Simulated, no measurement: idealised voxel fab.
Presented below is a process module, voxel air gaps.
The figure presents cross-section cut, which has a width of 245 nm and is divided into square cells with an edge length of 5 nm.
Cross-section spec: square-cell grid; bands listed top down; each band is one or more rows.
Within each band entry, the heights of the top and of the bottom of the band appear first, in that order and in nm; the materials of the band then follow from left to right, each with its corresponding width in nm. The designation "full width" on a single material indicates that it fills the band from edge to edge; the designation "air" indicates empty space.
Heights are measured from 0, the level below which the as-received wafer is all one material; the lowest band has no bottom and continues downward, written as in "top 0, no bottom".
Graded width ("30..40"): value in top row of band = first number; value in bottom row = second number; row-to-row change constant.
Take "left unchanged" at face value: in the step it is given for, the cross-section changed in none of its cells.
Under "Voids, enclosed" you'll find the enclosed gaps, the ones with no way out to the top, that are 8 cells or bigger; each reads width x height at distance, with distance counted from the left edge, everything in nm.
What comes after the settings on a step's line is commentary from the simulator itself on that step.
overlay nm: on a step with a mask, how far right of its planned place the mask lay; negative means left.
So here's the lineup of process steps we planned:
step 1: RECEIVE: material Si
step 2: CONFORMAL_DEP: material SiO2, thk nm 15
step 3: CONFORMAL_DEP: material SiN, thk nm 5
step 4: DIRECTIONAL_DEP: material lowk, thk nm 30
step 5: DIRECTIONAL_DEP: material aC, thk nm 15
step 6: PATTERN: tone open, mask id LINES, material resist, width nm 25, pitch nm 55, thk nm 30, overlay nm 0
step 7: DIRECTIONAL_ETCH: etch materials aC, depth nm 15
step 8: STRIP: etch materials resist
step 9: DIRECTIONAL_ETCH: etch materials lowk, depth nm 30
step 10: STRIP: etch materials aC
step 11: CONFORMAL_DEP: material TiN, thk nm 5
step 12: FILL_DEP: material W, thk nm 10
step 13: CMP: height nm 50
step 14: EPI: material Ru, thk nm 10
step 15: SELECTIVE_ETCH: etch materials lowk, depth nm 40
step 16: CONFORMAL_DEP: material SiN, thk nm 5
As received, after step 1:
    top 0, no bottom = Si full width
    Voids, enclosed: none
Starting wafer: above. Plan: above. Run: one mistake. Cross-section after the module: below:
    top 65, bottom 60 = 45 nm air  45 nm SiN  10 nm air  45 nm SiN  10 nm air  45 nm SiN  45 nm air
    top 60, bottom 50 = 45 nm air  5 nm SiN  35 nm Ru  5 nm SiN  10 nm air  5 nm SiN  35 nm Ru  5 nm SiN  10 nm air  5 nm SiN  35 nm Ru  5 nm SiN  45 nm air
    top 50, bottom 45 = 45 nm air  15 nm SiN  5 nm TiN  5 nm W  5 nm TiN  15 nm SiN  10 nm air  15 nm SiN  5 nm TiN  5 nm W  5 nm TiN  15 nm SiN  10 nm air  15 nm SiN  5 nm TiN  5 nm W  5 nm TiN  15 nm SiN  45 nm air
    top 45, bottom 25 = 55 nm air  5 nm SiN  5 nm TiN  5 nm W  5 nm TiN  5 nm SiN  30 nm air  5 nm SiN  5 nm TiN  5 nm W  5 nm TiN  5 nm SiN  30 nm air  5 nm SiN  5 nm TiN  5 nm W  5 nm TiN  5 nm SiN  55 nm air
    top 25, bottom 20 = 60 nm SiN  15 nm TiN  40 nm SiN  15 nm TiN  40 nm SiN  15 nm TiN  60 nm SiN
    top 20, bottom 15 = SiN full width
    top 15, bottom 0 = SiO2 full width
    top 0, no bottom = Si full width
    Voids, enclosed: none
Error vs. plan: step 6, actual vs plan mismatch, actual run PATTERN: tone open, mask id LINES, material resist, width nm 15, pitch nm 55, thk nm 30, overlay nm 0
